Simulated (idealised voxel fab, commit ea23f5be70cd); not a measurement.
process module | voxel self aligned vias
cross-section cut | 265 nm wide | cells 5 nm
A cross-section is a grid of square cells, given in bands from the top down. A band is one or more rows of cells.
Each band's line starts with the height of the band's top and of its bottom, in nm. Then come its materials from left to right, each with its width in nm. One material with "throughout" fills the band from edge to edge. "air" is empty space.
Height 0 is the level under which the wafer as received is all one material. The lowest band goes on downwards, as in "0 down".
A width such as "30 to 40" changes by the same amount from each row of cells to the next, from the band's top row to its bottom row.
"no change" after a step means that no cell of the cross-section changed.
closed voids: empty space of 8 cells or more with no open way to the top, each as width x height at its distance from the left edge, in nm
after a step's settings: what the simulator itself notes on the step
overlay nm, on a step with a mask: how far to the right of its planned place the mask lay; to the left if negative
plan
1 op RECEIVE | material Si
2 op CONFORMAL_DEP | material SiO2 | thk nm 15
3 op CONFORMAL_DEP | material SiCN | thk nm 5
4 op DIRECTIONAL_DEP | material SiO2 | thk nm 30
5 op MASKED_ETCH | tone open | mask id LINES | width nm 25 | pitch nm 60 | etch materials SiO2 | depth nm 30 | overlay nm 0
6 op CONFORMAL_DEP | material TiN | thk nm 5
7 op FILL_DEP | material W | thk nm 5
8 op CMP | height nm 50
9 op SELECTIVE_ETCH | etch materials W Ru TiN | depth nm 10
10 op FILL_DEP | material SiN | thk nm 10
11 op CMP | height nm 50
12 op DIRECTIONAL_DEP | material SiO2 | thk nm 15
13 op MASKED_ETCH | tone open | mask id VIAS | width nm 45 | pitch nm 60 | etch materials SiO2 | depth nm 15 | overlay nm 0
14 op MASKED_ETCH | tone open | mask id VIAS | width nm 45 | pitch nm 60 | etch materials SiN | depth nm 10 | overlay nm 0
15 op CONFORMAL_DEP | material TiN | thk nm 5
16 op FILL_DEP | material Ru | thk nm 5
17 op CMP | height nm 65
18 op CONFORMAL_DEP | material SiCN | thk nm 5
as received, after step 1
  0 down: Si throughout
  closed voids: none
first wafer at the end, as planned
  70 to 65: SiCN throughout
  65 to 55: SiO2 50 | TiN 5 | Ru 35 | TiN 5 | SiO2 15 | TiN 5 | Ru 35 | TiN 5 | SiO2 15 | TiN 5 | Ru 35 | TiN 5 | SiO2 50
  55 to 45: SiO2 50 to 60 | TiN 15 to 5 | Ru 15 | TiN 15 to 5 | SiO2 15 to 35 | TiN 15 to 5 | Ru 15 | TiN 15 to 5 | SiO2 15 to 35 | TiN 15 to 5 | Ru 15 | TiN 15 to 5 | SiO2 50 to 60
  45 to 40: SiO2 60 | TiN 25 | SiO2 35 | TiN 25 | SiO2 35 | TiN 25 | SiO2 60
  40 to 25: SiO2 60 | TiN 5 | W 15 | TiN 5 | SiO2 35 | TiN 5 | W 15 | TiN 5 | SiO2 35 | TiN 5 | W 15 | TiN 5 | SiO2 60
  25 to 20: SiO2 60 | TiN 25 | SiO2 35 | TiN 25 | SiO2 35 | TiN 25 | SiO2 60
  20 to 15: SiCN throughout
  15 to 0: SiO2 throughout
  0 down: Si throughout
  closed voids: none
second wafer at the end: like start, like plan, one mistake
  70 to 65: SiCN throughout
  65 to 55: SiO2 55 | TiN 5 | Ru 30 | TiN 5 | SiO2 20 | TiN 5 | Ru 30 | TiN 5 | SiO2 20 | TiN 5 | Ru 30 | TiN 5 | SiO2 50
  55 to 45: SiO2 55 to 60 | TiN 10 to 5 | Ru 15 | TiN 15 to 5 | SiO2 20 to 35 | TiN 10 to 5 | Ru 15 | TiN 15 to 5 | SiO2 20 to 35 | TiN 10 to 5 | Ru 15 | TiN 15 to 5 | SiO2 50 to 60
  45 to 40: SiO2 60 | TiN 25 | SiO2 35 | TiN 25 | SiO2 35 | TiN 25 | SiO2 60
  40 to 25: SiO2 60 | TiN 5 | W 15 | TiN 5 | SiO2 35 | TiN 5 | W 15 | TiN 5 | SiO2 35 | TiN 5 | W 15 | TiN 5 | SiO2 60
  25 to 20: SiO2 60 | TiN 25 | SiO2 35 | TiN 25 | SiO2 35 | TiN 25 | SiO2 60
  20 to 15: SiCN throughout
  15 to 0: SiO2 throughout
  0 down: Si throughout
  closed voids: none
what went wrong: step 13 ran as: op MASKED_ETCH | tone open | mask id VIAS | width nm 40 | pitch nm 60 | etch materials SiO2 | depth nm 15 | overlay nm 0
at the end the second wafer has, in cells: 6 fewer of Ru | 9 more of SiO2 | 3 fewer of TiN
